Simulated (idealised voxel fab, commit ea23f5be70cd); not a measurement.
process module | voxel double patterning
cross-section cut | 295 nm wide | cells 5 nm
A cross-section is a grid of square cells, given in bands from the top down. A band is one or more rows of cells.
Each band's line starts with the height of the band's top and of its bottom, in nm. Then come its materials from left to right, each with its width in nm. One material with "throughout" fills the band from edge to edge. "air" is empty space.
Height 0 is the level under which the wafer as received is all one material. The lowest band goes on downwards, as in "0 down".
A width such as "30 to 40" changes by the same amount from each row of cells to the next, from the band's top row to its bottom row.
"no change" after a step means that no cell of the cross-section changed.
closed voids: empty space of 8 cells or more with no open way to the top, each as width x height at its distance from the left edge, in nm
after a step's settings: what the simulator itself notes on the step
overlay nm, on a step with a mask: how far to the right of its planned place the mask lay; to the left if negative
plan
1 op RECEIVE | material Si
2 op CONFORMAL_DEP | material SiO2 | thk nm 10
3 op DIRECTIONAL_DEP | material polySi | thk nm 15
4 op DIRECTIONAL_DEP | material SiCN | thk nm 10
5 op MASKED_ETCH | tone open | mask id FIRST | width nm 15 | pitch nm 50 | etch materials SiCN | depth nm 10 | overlay nm 0
6 op DIRECTIONAL_DEP | material aC | thk nm 15
7 op PATTERN | tone open | mask id SECOND | material resist | width nm 15 | pitch nm 50 | thk nm 35 | overlay nm 0
8 op DIRECTIONAL_ETCH | etch materials aC | depth nm 15
9 op STRIP | etch materials resist
10 op DIRECTIONAL_ETCH | etch materials SiCN | depth nm 10
11 op STRIP | etch materials aC
12 op DIRECTIONAL_ETCH | etch materials polySi | depth nm 15
13 op STRIP | etch materials SiCN
as received, after step 1
  0 down: Si throughout
  closed voids: none
first wafer at the end, as planned
  25 to 10: polySi 90 | air 15 | polySi 10 | air 15 | polySi 10 | air 15 | polySi 10 | air 15 | polySi 10 | air 15 | polySi 90
  10 to 0: SiO2 throughout
  0 down: Si throughout
  closed voids: none
second wafer at the end: like start, like plan, one mistake
  40 to 25: polySi 90 | air 15 | polySi 10 | air 15 | polySi 10 | air 15 | polySi 10 | air 15 | polySi 10 | air 15 | polySi 90
  25 to 10: polySi throughout
  10 to 0: SiO2 throughout
  0 down: Si throughout
  closed voids: none
what went wrong: step 3 was run twice
at the end the second wafer has, in cells: 177 more of polySi
